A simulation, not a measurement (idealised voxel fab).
The following is a process module called voxel transistor to metal.
The width of the displayed cross-section, cut, is 300 nm; its cells are square, with a size of 5 nm.
Cross-section = grid of square cells, listed top down in bands; band = one or more rows. The entry gives the band's vertical extent as a top height and a bottom height in nm, then its horizontal make-up as materials from left to right, each with a width in nm. "air" stands for empty space; a single material marked "all across" fills the band edge to edge. Counting heights begins at 0, where everything beneath is, in the wafer as received, one material. The lowest band has no bottom; it goes on downwards, as "0 nm and below" shows. Width "30->40": first value at the band's top row of cells, second value at its bottom row, equal change from row to row. When a step is marked "no modifications", none of the cells in the cross-section changed during that step. So "Enclosed voids" is basically the list of trapped voids: any empty space of 8 cells or more that can't reach the top through an opening. They're written width x height at distance, the distance being from the left edge, and it's all nm. Anything after a step's settings on that line? It's the simulator's own note about the step. "overlay nm" on a masked step: distance the mask lay right of its planned place, negative for left.

## The process steps that were planned are listed below
1: RECEIVE | material Si
2: OXIDIZE | depth nm 5
3: CONFORMAL_DEP | material SiN | thk nm 10
4: MASKED_ETCH | tone cover | mask id ACTIVE | width nm 110 | pitch nm 130 | etch materials SiN | depth nm 10 | overlay nm 0
5: MASKED_ETCH | tone cover | mask id ACTIVE | width nm 110 | pitch nm 130 | etch materials SiO2 | depth nm 5 | overlay nm 0
6: MASKED_ETCH | tone cover | mask id ACTIVE | width nm 110 | pitch nm 130 | etch materials Si | depth nm 20 | overlay nm 0
7: FILL_DEP | material SiO2 | thk nm 5
8: CMP | height nm 10
9: SELECTIVE_ETCH | etch materials SiO2 | depth nm 10
10: STRIP | etch materials SiN
11: SELECTIVE_ETCH | etch materials SiO2 | depth nm 5
12: OXIDIZE | depth nm 5
13: DIRECTIONAL_DEP | material polySi | thk nm 20
14: DIRECTIONAL_DEP | material SiCN | thk nm 10
15: DIRECTIONAL_DEP | material aC | thk nm 15
16: PATTERN | tone cover | mask id GATE | material resist | width nm 30 | pitch nm 130 | thk nm 30 | overlay nm 0
17: DIRECTIONAL_ETCH | etch materials aC | depth nm 15
18: STRIP | etch materials resist
19: DIRECTIONAL_ETCH | etch materials SiCN | depth nm 20
20: DIRECTIONAL_ETCH | etch materials polySi | depth nm 30
21: STRIP | etch materials aC
22: CONFORMAL_DEP | material SiO2 | thk nm 5
23: DIRECTIONAL_ETCH | etch materials SiO2 | depth nm 5
24: CONFORMAL_DEP | material SiN | thk nm 5
25: DIRECTIONAL_ETCH | etch materials SiN | depth nm 5
26: DIRECTIONAL_ETCH | etch materials SiO2 | depth nm 5
27: DIRECTIONAL_ETCH | etch materials Si | depth nm 15
28: EPI | material SiGe | thk nm 15
29: FILL_DEP | material SiO2 | thk nm 10
30: CMP | height nm 15
31: STRIP | etch materials polySi
32: SELECTIVE_ETCH | etch materials SiO2 | depth nm 5
33: CONFORMAL_DEP | material HfO2 | thk nm 5
34: CONFORMAL_DEP | material TiN | thk nm 5
35: FILL_DEP | material W | thk nm 10
36: CMP | height nm 10
37: DIRECTIONAL_DEP | material SiO2 | thk nm 10
38: MASKED_ETCH | tone open | mask id CONTACT | width nm 15 | etch materials SiO2 | depth nm 30 | overlay nm 0
39: CONFORMAL_DEP | material TiN | thk nm 5
40: FILL_DEP | material W | thk nm 5
41: CMP | height nm 20
42: CONFORMAL_DEP | material SiCN | thk nm 5
43: DIRECTIONAL_DEP | material SiO2 | thk nm 15
44: DIRECTIONAL_DEP | material aC | thk nm 15
45: PATTERN | tone open | mask id METAL_1 | material resist | width nm 15 | thk nm 35 | overlay nm 0
46: DIRECTIONAL_ETCH | etch materials aC | depth nm 15
47: STRIP | etch materials resist
48: DIRECTIONAL_ETCH | etch materials SiO2 | depth nm 15
49: DIRECTIONAL_ETCH | etch materials SiCN | depth nm 5
50: STRIP | etch materials aC
51: CONFORMAL_DEP | material TiN | thk nm 5
52: FILL_DEP | material W | thk nm 10
53: CMP | height nm 40
54: CONFORMAL_DEP | material SiN | thk nm 5
Heads up: all these wafers start the same, and what changes between them is the width nm in step 38. The value you see in the plan is just what the first wafer got.

## Here's the first of the wafers in cross-section, just as we got it, i.e. after step 1
> 0 nm and below = Si all across
> Enclosed voids: none

## Post step 54, the closing step of the module: first of several wafers, cross-sectioned
> 45 nm to 40 nm = SiN all across
> 40 nm to 25 nm = SiO2: 40, then TiN: 5, then W: 5, then TiN: 5, then SiO2: 60, then TiN: 5, then W: 5, then TiN: 5, then SiO2: 40, then TiN: 5, then W: 5, then TiN: 5, then SiO2: 60, then TiN: 5, then W: 5, then TiN: 5, then SiO2: 40
> 25 nm to 20 nm = SiCN: 40, then TiN: 15, then SiCN: 60, then TiN: 15, then SiCN: 40, then TiN: 15, then SiCN: 60, then TiN: 15, then SiCN: 40
> 20 nm to 10 nm = SiO2: 40, then TiN: 5, then W: 5, then TiN: 5, then SiO2: 60, then TiN: 5, then W: 5, then TiN: 5, then SiO2: 40, then TiN: 5, then W: 5, then TiN: 5, then SiO2: 60, then TiN: 5, then W: 5, then TiN: 5, then SiO2: 40
> 10 nm to 5 nm = SiO2: 40, then TiN: 15, then SiO2: 5, then SiN: 5, then HfO2: 5, then TiN: 5, then W: 20, then TiN: 5, then HfO2: 5, then SiN: 5, then SiO2: 5, then TiN: 15, then SiO2: 40, then TiN: 15, then SiO2: 5, then SiN: 5, then HfO2: 5, then TiN: 5, then W: 20, then TiN: 5, then HfO2: 5, then SiN: 5, then SiO2: 5, then TiN: 15, then SiO2: 40
> 5 nm to 0 nm = SiO2: 40, then TiN: 5, then SiGe: 15, then SiN: 5, then HfO2: 5, then TiN: 5, then W: 20, then TiN: 5, then HfO2: 5, then SiN: 5, then SiGe: 15, then TiN: 5, then SiO2: 40, then TiN: 5, then SiGe: 15, then SiN: 5, then HfO2: 5, then TiN: 5, then W: 20, then TiN: 5, then HfO2: 5, then SiN: 5, then SiGe: 15, then TiN: 5, then SiO2: 40
> 0 nm to -5 nm = SiO2: 40, then TiN: 5, then SiGe: 15, then SiN: 5, then HfO2: 5, then TiN: 30, then HfO2: 5, then SiN: 5, then SiGe: 15, then TiN: 5, then SiO2: 40, then TiN: 5, then SiGe: 15, then SiN: 5, then HfO2: 5, then TiN: 30, then HfO2: 5, then SiN: 5, then SiGe: 15, then TiN: 5, then SiO2: 40
> -5 nm to -10 nm = SiO2: 40, then TiN: 5, then SiGe: 15, then SiO2: 5, then HfO2: 40, then SiO2: 5, then SiGe: 15, then TiN: 5, then SiO2: 40, then TiN: 5, then SiGe: 15, then SiO2: 5, then HfO2: 40, then SiO2: 5, then SiGe: 15, then TiN: 5, then SiO2: 40
> -10 nm to -25 nm = SiO2: 30, then SiGe: 30, then Si: 50, then SiGe: 30, then SiO2: 20, then SiGe: 30, then Si: 50, then SiGe: 30, then SiO2: 30
> -25 nm and below = Si all across
> Enclosed voids: none

## Wafer cross-section (last wafer, module end)
> 45 nm to 40 nm = SiN all across
> 40 nm to 25 nm = SiO2: 40, then TiN: 5, then W: 5, then TiN: 5, then SiO2: 60, then TiN: 5, then W: 5, then TiN: 5, then SiO2: 40, then TiN: 5, then W: 5, then TiN: 5, then SiO2: 60, then TiN: 5, then W: 5, then TiN: 5, then SiO2: 40
> 25 nm to 20 nm = SiCN: 40, then TiN: 15, then SiCN: 60, then TiN: 15, then SiCN: 40, then TiN: 15, then SiCN: 60, then TiN: 15, then SiCN: 40
> 20 nm to 10 nm = SiO2: 35, then TiN: 5, then W: 20->15, then TiN: 5->10, then SiO2: 45, then TiN: 5, then W: 20, then TiN: 5, then SiO2: 25, then TiN: 5, then W: 20->15, then TiN: 5->10, then SiO2: 45, then TiN: 5, then W: 20, then TiN: 5, then SiO2: 30
> 10 nm to 5 nm = SiO2: 35, then TiN: 25, then SiN: 5, then HfO2: 5, then TiN: 5, then W: 20, then TiN: 5, then HfO2: 5, then SiN: 5, then TiN: 20, then W: 5, then TiN: 5, then SiO2: 25, then TiN: 25, then SiN: 5, then HfO2: 5, then TiN: 5, then W: 20, then TiN: 5, then HfO2: 5, then SiN: 5, then TiN: 20, then W: 5, then TiN: 5, then SiO2: 30
> 5 nm to 0 nm = SiO2: 35, then TiN: 10, then SiGe: 15, then SiN: 5, then HfO2: 5, then TiN: 5, then W: 20, then TiN: 5, then HfO2: 5, then SiN: 5, then SiGe: 15, then TiN: 5, then W: 5, then TiN: 5, then SiO2: 25, then TiN: 10, then SiGe: 15, then SiN: 5, then HfO2: 5, then TiN: 5, then W: 20, then TiN: 5, then HfO2: 5, then SiN: 5, then SiGe: 15, then TiN: 5, then W: 5, then TiN: 5, then SiO2: 30
> 0 nm to -5 nm = SiO2: 35, then TiN: 10, then SiGe: 15, then SiN: 5, then HfO2: 5, then TiN: 30, then HfO2: 5, then SiN: 5, then SiGe: 15, then TiN: 5, then W: 5, then TiN: 5, then SiO2: 25, then TiN: 10, then SiGe: 15, then SiN: 5, then HfO2: 5, then TiN: 30, then HfO2: 5, then SiN: 5, then SiGe: 15, then TiN: 5, then W: 5, then TiN: 5, then SiO2: 30
> -5 nm to -10 nm = SiO2: 35, then TiN: 10, then SiGe: 15, then SiO2: 5, then HfO2: 40, then SiO2: 5, then SiGe: 15, then TiN: 15, then SiO2: 25, then TiN: 10, then SiGe: 15, then SiO2: 5, then HfO2: 40, then SiO2: 5, then SiGe: 15, then TiN: 15, then SiO2: 30
> -10 nm to -25 nm = SiO2: 30, then SiGe: 30, then Si: 50, then SiGe: 30, then SiO2: 20, then SiGe: 30, then Si: 50, then SiGe: 30, then SiO2: 30
> -25 nm and below = Si all across
> Enclosed voids: none

## Wafer rows, end of module: cells per material gained (+) or lost (-) since receipt; closed voids last
width nm 15; +28 HfO2; -240 Si; +48 SiCN; +108 SiGe; +72 SiN; +392 SiO2; +96 TiN; +36 W; Enclosed voids: none
width nm 20; +28 HfO2; -240 Si; +48 SiCN; +108 SiGe; +72 SiN; +374 SiO2; +106 TiN; +44 W; Enclosed voids: none
width nm 25; +28 HfO2; -240 Si; +48 SiCN; +108 SiGe; +72 SiN; +356 SiO2; +116 TiN; +52 W; Enclosed voids: none
width nm 30; +28 HfO2; -240 Si; +48 SiCN; +108 SiGe; +72 SiN; +340 SiO2; +120 TiN; +64 W; Enclosed voids: none
